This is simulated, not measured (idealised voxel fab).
Name of the process module below: voxel air gaps
The width of the displayed cross-section, cut, is 225 nm; its cells are square, with a size of 5 nm.
Think of the cross-section as a grid of square cells. We describe it in bands, top to bottom, and each band covers one or more rows of those cells. Each band's line starts with the height of the band's top and of its bottom, in nm. Then come its materials from left to right, each with its width in nm. One material with "all across" fills the band from edge to edge. "air" is empty space. Heads up on the height convention: 0 is the point under which the incoming wafer is all one material, and the lowest band has no bottom, it just keeps going down, like "0 and below". A width such as "30->40" changes by the same amount from each row of cells to the next, from the band's top row to its bottom row. You'll sometimes find "left unchanged" written for a step, and that's the way of saying that nowhere in the cross-section did a cell change during that step. Closed-off voids of 8+ cells (no open route to the top) go in "Internal closed voids", written width x height at distance from the left edge, in nm. Anything after a step's settings on that line? It's the simulator's own note about the step. You can add "overlay nm" to a step's line. For a step with a mask, it describes how far the mask lay to the right of its planned position, and a negative number describes a lay to the left.
# The steps planned for the process are as follows
1,op RECEIVE | material Si
2,op CONFORMAL_DEP | material SiO2 | thk nm 10
3,op CONFORMAL_DEP | material SiCN | thk nm 5
4,op DIRECTIONAL_DEP | material SiO2 | thk nm 40
5,op PATTERN | tone open | mask id LINES | material resist | width nm 20 | pitch nm 45 | thk nm 15 | overlay nm 0
6,op DIRECTIONAL_ETCH | etch materials SiO2 | depth nm 40
7,op STRIP | etch materials resist
8,op CONFORMAL_DEP | material TiN | thk nm 5
9,op FILL_DEP | material W | thk nm 10
10,op CMP | height nm 55
11,op EPI | material Ru | thk nm 10
12,op SELECTIVE_ETCH | etch materials SiO2 | depth nm 50
13,op CONFORMAL_DEP | material SiCN | thk nm 5
# Cross-section of the wafer at receipt, which is the condition after step 1
- 0 and below | Si all across
- Internal closed voids: none
# As-planned run: cross-section of the first of two wafers at end of module
- 70 down to 65 | 40 nm air; 140 nm SiCN; 45 nm air
- 65 down to 55 | 40 nm air; 5 nm SiCN; 40 nm Ru; 5 nm SiCN; 40 nm Ru; 5 nm SiCN; 40 nm Ru; 5 nm SiCN; 45 nm air
- 55 down to 50 | 40 nm air; 15 nm SiCN; 5 nm TiN; 10 nm W; 5 nm TiN; 25 nm SiCN; 5 nm TiN; 10 nm W; 5 nm TiN; 25 nm SiCN; 5 nm TiN; 10 nm W; 5 nm TiN; 15 nm SiCN; 45 nm air
- 50 down to 20 | 50 nm air; 5 nm SiCN; 5 nm TiN; 10 nm W; 5 nm TiN; 5 nm SiCN; 15 nm air; 5 nm SiCN; 5 nm TiN; 10 nm W; 5 nm TiN; 5 nm SiCN; 15 nm air; 5 nm SiCN; 5 nm TiN; 10 nm W; 5 nm TiN; 5 nm SiCN; 55 nm air
- 20 down to 15 | 55 nm SiCN; 20 nm TiN; 25 nm SiCN; 20 nm TiN; 25 nm SiCN; 20 nm TiN; 60 nm SiCN
- 15 down to 10 | SiCN all across
- 10 down to 0 | SiO2 all across
- 0 and below | Si all across
- Internal closed voids: 15 x 30 at 80; 15 x 30 at 125
# Second wafer through the module, sectioned at the end: same beginning and same plan as the first wafer, with one mistake in carrying it out
- 70 down to 65 | 50 nm air; 140 nm SiCN; 35 nm air
- 65 down to 55 | 50 nm air; 5 nm SiCN; 40 nm Ru; 5 nm SiCN; 40 nm Ru; 5 nm SiCN; 40 nm Ru; 5 nm SiCN; 35 nm air
- 55 down to 50 | 50 nm air; 15 nm SiCN; 5 nm TiN; 10 nm W; 5 nm TiN; 25 nm SiCN; 5 nm TiN; 10 nm W; 5 nm TiN; 25 nm SiCN; 5 nm TiN; 10 nm W; 5 nm TiN; 15 nm SiCN; 35 nm air
- 50 down to 20 | 60 nm air; 5 nm SiCN; 5 nm TiN; 10 nm W; 5 nm TiN; 5 nm SiCN; 15 nm air; 5 nm SiCN; 5 nm TiN; 10 nm W; 5 nm TiN; 5 nm SiCN; 15 nm air; 5 nm SiCN; 5 nm TiN; 10 nm W; 5 nm TiN; 5 nm SiCN; 45 nm air
- 20 down to 15 | 65 nm SiCN; 20 nm TiN; 25 nm SiCN; 20 nm TiN; 25 nm SiCN; 20 nm TiN; 50 nm SiCN
- 15 down to 10 | SiCN all across
- 10 down to 0 | SiO2 all across
- 0 and below | Si all across
- Internal closed voids: 15 x 30 at 90; 15 x 30 at 135
Misprocessing identified: step 5 was run on a setting that differed from the plan, and what really ran there is op PATTERN | tone open | mask id LINES | material resist | width nm 20 | pitch nm 45 | thk nm 15 | overlay nm 10
If you tally the cells, the second wafer ends up with the same amount of every material as the first; it's all just sitting in different places.
